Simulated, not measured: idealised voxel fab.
This is a process module. Its name is voxel ribs on slabs.
Section shown: cut. Width: 255 nm. Cell size: 5 nm, square.
Reading order for cross-sections: top band down to bottom band. Underlying form: a grid of square cells. Band size: one or more rows of cells.
First you get the band's top height and its bottom height, in nm, and then the materials it's made of, left to right, with each width in nm. If you see a single material with "throughout", that one covers the band edge to edge. "empty" is empty space.
Heads up on the height convention: 0 is the point under which the incoming wafer is all one material, and the lowest band has no bottom, it just keeps going down, like "0 down".
Top row gets the first number, bottom row gets the second, and each row in between changes by the same step: that is how a band width like "30 to 40" works.
"nothing got changed" for a step: no cell of the cross-section changed in that step.
"Entrapped voids" contains a list of empty spaces, each no smaller than 8 cells and without an open way to the top, written in the form width x height at distance with the distance from the left edge and all three in nm.
The remark found on a step's line after its settings is issued by the simulator itself and pertains to that step.
The "overlay nm" setting may appear on a step's line; for a step that uses a mask, it gives how far to the right of its planned position the mask lay, and a negative value indicates the left.

Process steps foreseen in the plan
| 1 | RECEIVE | material Si |
| 2 | DIRECTIONAL_DEP | material SiO2 | thk nm 20 |
| 3 | DIRECTIONAL_DEP | material SiN | thk nm 20 |
| 4 | DIRECTIONAL_DEP | material aC | thk nm 10 |
| 5 | PATTERN | tone cover | mask id RIB | material resist | width nm 15 | thk nm 25 | overlay nm 0 |
| 6 | DIRECTIONAL_ETCH | etch materials aC | depth nm 10 |
| 7 | STRIP | etch materials resist |
| 8 | DIRECTIONAL_ETCH | etch materials SiN | depth nm 10 |
| 9 | STRIP | etch materials aC |
| 10 | PATTERN | tone cover | mask id SLAB | material resist | width nm 75 | thk nm 20 | overlay nm 0 |
| 11 | DIRECTIONAL_ETCH | etch materials SiN | depth nm 10 |
| 12 | STRIP | etch materials resist |
| 13 | FILL_DEP | material SiO2 | thk nm 20 |
| 14 | CMP | height nm 50 |
| 15 | DIRECTIONAL_DEP | material W | thk nm 10 |
| 16 | MASKED_ETCH | tone cover | mask id HEATER | width nm 25 | etch materials W | depth nm 10 | overlay nm 0 |
| 17 | CONFORMAL_DEP | material SiO2 | thk nm 5 |

First of two wafers - as planned

Wafer as received: cross-section following step 1
- 0 down = Si throughout
- Entrapped voids: none

State of the wafer after step 2, shown in cross-section
- 20 to 0 = SiO2 throughout
- Anything lower than 0 is untouched.

State of the wafer after step 3, shown in cross-section
- 40 to 20 = SiN throughout
- Anything lower than 20 is untouched.

State of the wafer after step 4, shown in cross-section
- 50 to 40 = aC throughout
- Anything lower than 40 is untouched.

State of the wafer after step 5, shown in cross-section
- 75 to 50 = empty=120 | resist=15 | empty=120
- Anything lower than 50 is untouched.

State of the wafer after step 6, shown in cross-section
- 65 to 50 = empty=120 | resist=15 | empty=120
- 50 to 40 = empty=120 | aC=15 | empty=120
- Anything lower than 40 is untouched.

State of the wafer after step 7, shown in cross-section
- 50 to 40 = empty=120 | aC=15 | empty=120
- Anything lower than 40 is untouched.

State of the wafer after step 8, shown in cross-section
- 50 to 40 = empty=120 | aC=15 | empty=120
- 40 to 30 = empty=120 | SiN=15 | empty=120
- Anything lower than 30 is untouched.

State of the wafer after step 9, shown in cross-section
- 40 to 30 = empty=120 | SiN=15 | empty=120
- Anything lower than 30 is untouched.

State of the wafer after step 10, shown in cross-section
- 60 to 40 = empty=90 | resist=75 | empty=90
- 40 to 30 = empty=90 | resist=30 | SiN=15 | resist=30 | empty=90
- Anything lower than 30 is untouched.

State of the wafer after step 11, shown in cross-section
- 60 to 40 = empty=90 | resist=75 | empty=90
- 40 to 30 = empty=90 | resist=30 | SiN=15 | resist=30 | empty=90
- 30 to 20 = empty=90 | SiN=75 | empty=90
- Anything lower than 20 is untouched.

State of the wafer after step 12, shown in cross-section
- 40 to 30 = empty=120 | SiN=15 | empty=120
- Anything lower than 30 is untouched.

State of the wafer after step 13, shown in cross-section
- 60 to 40 = SiO2 throughout
- 40 to 30 = SiO2=120 | SiN=15 | SiO2=120
- 30 to 20 = SiO2=90 | SiN=75 | SiO2=90
- Anything lower than 20 is untouched.

State of the wafer after step 14, shown in cross-section
- 50 to 40 = SiO2 throughout
- Anything lower than 40 is untouched.

State of the wafer after step 15, shown in cross-section
- 60 to 50 = W throughout
- Anything lower than 50 is untouched.

State of the wafer after step 16, shown in cross-section
- 60 to 50 = empty=115 | W=25 | empty=115
- Anything lower than 50 is untouched.

State of the wafer after step 17, shown in cross-section
- 65 to 60 = empty=110 | SiO2=35 | empty=110
- 60 to 55 = empty=110 | SiO2=5 | W=25 | SiO2=5 | empty=110
- 55 to 50 = SiO2=115 | W=25 | SiO2=115
- Anything lower than 50 is untouched.

What follows concerns the second wafer, which started out like the first and was meant to follow the very same plan; one mistake crept in when it was run, but everything up to and including step 15 is the same as for the first wafer

Second wafer, cut view, end of step 16 per plan
- 60 to 50 = empty=115 | W=30 | empty=110
- Anything lower than 50 is untouched.

Second wafer, cut view, end of step 17 per plan
- 65 to 60 = empty=110 | SiO2=40 | empty=105
- 60 to 55 = empty=110 | SiO2=5 | W=30 | SiO2=5 | empty=105
- 55 to 50 = SiO2=115 | W=30 | SiO2=110
- Anything lower than 50 is untouched.
What was done differently from what was planned? step 16 did not use the planned setting and instead ran as MASKED_ETCH | tone cover | mask id HEATER | width nm 30 | etch materials W | depth nm 10 | overlay nm 0
At the finish, the second wafer shows more or fewer cells for some materials than the first does: W +2
